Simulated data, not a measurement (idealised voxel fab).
Title: Process Module voxel ribs on slabs
Square cells of 5 nm make up the cross-section cut, whose width is 150 nm.
Cross-section, as written here: a square-cell grid given band by band from the top down, where a band holds one or more rows of cells.
Heights first: top, then bottom, in nm. Then materials, left to right, each with a width in nm. "full width" on a single material: fills the band edge to edge. "empty": empty space.
Beneath 0, the wafer as received is one material, and that level is where height counting begins. The lowest band goes on downward without a bottom; it is written like "top 0, no bottom".
Width spec "30->40" -> top row of cells at first value, bottom row at second value, equal per-row change in between.
Step marked "nothing got changed"? Then no cell in the cross-section changed in it.
Entry "Closed-off voids". Content: empty spaces with no open connection to the top, size 8 cells or greater. Each: width x height at distance. Distance: from left edge. Unit: nm.
Heads up: the bit after the settings on a step's line is the simulator's remark on that step.
When a step includes a mask, the "overlay nm" setting on its line states how far to the right of its planned place that mask lay, and negative values state how far to the left.

### This section lists the process steps that were planned
| 1 | RECEIVE with material Si |
| 2 | DIRECTIONAL_DEP with material SiO2, thk nm 20 |
| 3 | DIRECTIONAL_DEP with material polySi, thk nm 20 |
| 4 | MASKED_ETCH with tone cover, mask id RIB, width nm 15, etch materials polySi, depth nm 5, overlay nm 0 |
| 5 | DIRECTIONAL_DEP with material aC, thk nm 15 |
| 6 | PATTERN with tone cover, mask id SLAB, material resist, width nm 45, thk nm 30, overlay nm 0 |
| 7 | DIRECTIONAL_ETCH with etch materials aC, depth nm 15 |
| 8 | STRIP with etch materials resist |
| 9 | DIRECTIONAL_ETCH with etch materials polySi, depth nm 15 |
| 10 | STRIP with etch materials aC |
| 11 | FILL_DEP with material SiO2, thk nm 20 |
| 12 | CMP with height nm 50 |
| 13 | DIRECTIONAL_DEP with material TiN, thk nm 10 |
| 14 | PATTERN with tone cover, mask id HEATER, material resist, width nm 25, thk nm 15, overlay nm 0 |
| 15 | DIRECTIONAL_ETCH with etch materials TiN, depth nm 10 |
| 16 | STRIP with etch materials resist |
| 17 | CONFORMAL_DEP with material SiN, thk nm 10 |

### Run as planned: first of two wafers

### Cross-sectional view of the wafer in its as-received condition, corresponding to the state after step 1
- top 0, no bottom: Si full width
- Closed-off voids: none

### Cross-section: wafer state after step 2
- top 20, bottom 0: SiO2 full width
- Unchanged below 0.

### Cross-section: wafer state after step 3
- top 40, bottom 20: polySi full width
- Unchanged below 20.

### Cross-section: wafer state after step 4
- top 40, bottom 35: 65 nm empty | 15 nm polySi | 70 nm empty
- Unchanged below 35.

### Cross-section: wafer state after step 5
- top 55, bottom 50: 65 nm empty | 15 nm aC | 70 nm empty
- top 50, bottom 40: aC full width
- top 40, bottom 35: 65 nm aC | 15 nm polySi | 70 nm aC
- Unchanged below 35.

### Cross-section: wafer state after step 6
- top 85, bottom 55: 50 nm empty | 45 nm resist | 55 nm empty
- top 55, bottom 50: 50 nm empty | 15 nm resist | 15 nm aC | 15 nm resist | 55 nm empty
- Unchanged below 50.

### Cross-section: wafer state after step 7
- top 70, bottom 55: 50 nm empty | 45 nm resist | 55 nm empty
- top 55, bottom 50: 50 nm empty | 15 nm resist | 15 nm aC | 15 nm resist | 55 nm empty
- top 50, bottom 40: 50 nm empty | 45 nm aC | 55 nm empty
- top 40, bottom 35: 50 nm empty | 15 nm aC | 15 nm polySi | 15 nm aC | 55 nm empty
- Unchanged below 35.

### Cross-section: wafer state after step 8
- top 55, bottom 50: 65 nm empty | 15 nm aC | 70 nm empty
- Unchanged below 50.

### Cross-section: wafer state after step 9
- top 55, bottom 50: 65 nm empty | 15 nm aC | 70 nm empty
- top 50, bottom 40: 50 nm empty | 45 nm aC | 55 nm empty
- top 40, bottom 35: 50 nm empty | 15 nm aC | 15 nm polySi | 15 nm aC | 55 nm empty
- top 35, bottom 20: 50 nm empty | 45 nm polySi | 55 nm empty
- Unchanged below 20.

### Cross-section: wafer state after step 10
- top 40, bottom 35: 65 nm empty | 15 nm polySi | 70 nm empty
- Unchanged below 35.

### Cross-section: wafer state after step 11
- top 60, bottom 40: SiO2 full width
- top 40, bottom 35: 65 nm SiO2 | 15 nm polySi | 70 nm SiO2
- top 35, bottom 20: 50 nm SiO2 | 45 nm polySi | 55 nm SiO2
- Unchanged below 20.

### Cross-section: wafer state after step 12
- top 50, bottom 40: SiO2 full width
- Unchanged below 40.

### Cross-section: wafer state after step 13
- top 60, bottom 50: TiN full width
- Unchanged below 50.

### Cross-section: wafer state after step 14
- top 75, bottom 60: 60 nm empty | 25 nm resist | 65 nm empty
- Unchanged below 60.

### Cross-section: wafer state after step 15
- top 75, bottom 60: 60 nm empty | 25 nm resist | 65 nm empty
- top 60, bottom 50: 60 nm empty | 25 nm TiN | 65 nm empty
- Unchanged below 50.

### Cross-section: wafer state after step 16
- top 60, bottom 50: 60 nm empty | 25 nm TiN | 65 nm empty
- Unchanged below 50.

### Cross-section: wafer state after step 17
- top 70, bottom 60: 50 nm empty | 45 nm SiN | 55 nm empty
- top 60, bottom 50: 60 nm SiN | 25 nm TiN | 65 nm SiN
- Unchanged below 50.

### Okay, second wafer. Nothing different at the start, nothing different in the plan, just one mistake somewhere in the running. As far as step 16, counting that step, it's the first wafer all over again

Cross-section of the second wafer at the time by which step 17 should have been completed according to the plan: nothing got changed
What was done differently from what was planned? with respect to the plan, step 17 was omitted and not executed
End of process, cell counts, second wafer against first, materials with more or fewer: 68 fewer of SiN
